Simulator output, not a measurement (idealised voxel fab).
The document below concerns the process module designated voxel released beams.
The width of the displayed cross-section, cut, is 260 nm; its cells are square, with a size of 5 nm.
Think of the cross-section as a grid of square cells. We describe it in bands, top to bottom, and each band covers one or more rows of those cells.
A band entry consists of two parts. The first gives the height of the band's top and the height of its bottom, in nm. The rest lists the band's materials from left to right, each with its width in nm. A single material labelled with the word "throughout" fills the band from edge to edge, and the word "air" marks empty space.
Below 0: as-received wafer, all one material; heights counted from there. Lowest band: no bottom, goes on down, written "0 down".
Graded width ("30->40"): value in top row of band = first number; value in bottom row = second number; row-to-row change constant.
Where a step carries "same as before", the cross-section came out of it unchanged, cell for cell.
"Closed void listing": empty spaces of 8 cells or more with no open way to the top, each given as width x height at distance, distance from the left edge, all in nm.
The remark found on a step's line after its settings is issued by the simulator itself and pertains to that step.
When a step includes a mask, the "overlay nm" setting on its line states how far to the right of its planned place that mask lay, and negative values state how far to the left.
# These are the steps we planned for the process
- 1: RECEIVE | material Si
- 2: CONFORMAL_DEP | material SiN | thk nm 5
- 3: DIRECTIONAL_DEP | material SiO2 | thk nm 20
- 4: DIRECTIONAL_DEP | material aC | thk nm 5
- 5: PATTERN | tone open | mask id ANCHOR | material resist | width nm 25 | thk nm 35 | overlay nm 0
- 6: DIRECTIONAL_ETCH | etch materials aC | depth nm 15
- 7: STRIP | etch materials resist
- 8: DIRECTIONAL_ETCH | etch materials SiO2 | depth nm 20
- 9: STRIP | etch materials aC
- 10: CONFORMAL_DEP | material TiN | thk nm 10
- 11: MASKED_ETCH | tone cover | mask id BEAM | width nm 100 | etch materials TiN | depth nm 10 | overlay nm 0
- 12: STRIP | etch materials SiO2
For this document, wafers share an identical start and vary in the step 4 thk nm; the plan quotes the first wafer's value.
# Cross-section, first of several wafers, as delivered after step 1
- 0 down | Si throughout
- Closed void listing: none
# Depicted here is the first of several wafers in cross-section, at module completion following the last step, step 12
- 35 to 25 | 75 nm air; 15 nm TiN; 5 nm air; 80 nm TiN; 85 nm air
- 25 to 15 | 80 nm air; 10 nm TiN; 5 nm air; 10 nm TiN; 155 nm air
- 15 to 5 | 80 nm air; 25 nm TiN; 155 nm air
- 5 to 0 | SiN throughout
- 0 down | Si throughout
- Closed void listing: none
# Final wafer cross-section at module end
- 5 to 0 | SiN throughout
- 0 down | Si throughout
- Closed void listing: none
# Below is a per-wafer table. In it, each row describes the wafer at the end of the module by giving, for each material, the number of cells gained (+) or lost (-) since the wafer was received, and after that the closed voids of the wafer
thk nm 5, +52 SiN, +56 TiN, Closed void listing: none
thk nm 10, +52 SiN, +56 TiN, Closed void listing: none
thk nm 15, +52 SiN, +56 TiN, Closed void listing: none
thk nm 20, +52 SiN, Closed void listing: none
thk nm 25, +52 SiN, Closed void listing: none
thk nm 30, +52 SiN, Closed void listing: none
